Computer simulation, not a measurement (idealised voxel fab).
Title: Process Module voxel double patterning
Xsec cut, 265 nm wide, square cell size 5 nm.
A cross-section is written here as square cells arranged in a grid, and it is given in bands from the top down, each band taking up one or more rows of cells.
Top, bottom (nm), then materials left to right with widths (nm); lone material tagged "everywhere" fills the whole band edge to edge; "empty" = empty space.
Zero point of the height axis is 0; under it, received wafer = one material. Lowest band: continues down indefinitely, "0 down".
The width entry "30->40" should be interpreted row by row: the top row of cells in the band takes the first number, the bottom row takes the second number, and the change between adjacent rows is uniform throughout.
The designation "all unchanged", where it is given for a processing step, indicates that no cell of the cross-section was altered in the course of that step.
Listed in "Voids lacking openings": every empty space of 8 or more cells without an open way to the top. Form: width x height at distance, the distance being from the left edge, all in nm.
Note: text after step settings on the step line = simulator remark on that step.
Steps that use a mask can have "overlay nm" on their line. It says how far the mask sat to the right of where it was meant to be. Negative means to the left.
### Process steps (planned)
| 1 | RECEIVE with material Si |
| 2 | CONFORMAL_DEP with material SiO2, thk nm 5 |
| 3 | DIRECTIONAL_DEP with material W, thk nm 15 |
| 4 | DIRECTIONAL_DEP with material SiCN, thk nm 10 |
| 5 | MASKED_ETCH with tone open, mask id FIRST, width nm 15, pitch nm 50, etch materials SiCN, depth nm 10, overlay nm 0 |
| 6 | MASKED_ETCH with tone open, mask id SECOND, width nm 15, etch materials SiCN, depth nm 10, overlay nm 0 |
| 7 | DIRECTIONAL_ETCH with etch materials W, depth nm 15 |
| 8 | STRIP with etch materials SiCN |
### Cross-section of the wafer at receipt, which is the condition after step 1
	0 down | Si everywhere
	Voids lacking openings: none
### The first of two wafers, cross-sectioned at the end of the module, with the run proceeding as planned
	20 to 5 | W (100) | empty (15) | W (10) | empty (15) | W (10) | empty (15) | W (100)
	5 to 0 | SiO2 everywhere
	0 down | Si everywhere
	Voids lacking openings: none
### Cross-section, wafer two of two, end of module: same start and plan as wafer one, one error in execution
	30 to 20 | SiO2 everywhere
	20 to 5 | W everywhere
	5 to 0 | SiO2 everywhere
	0 down | Si everywhere
	Voids lacking openings: none
What was the processing mistake? planned and actual differ for step 4; actual: DIRECTIONAL_DEP with material SiO2, thk nm 10
Heads up, by the end the second wafer has more or fewer cells of some materials compared to the first: SiO2: 106 more; W: 27 more
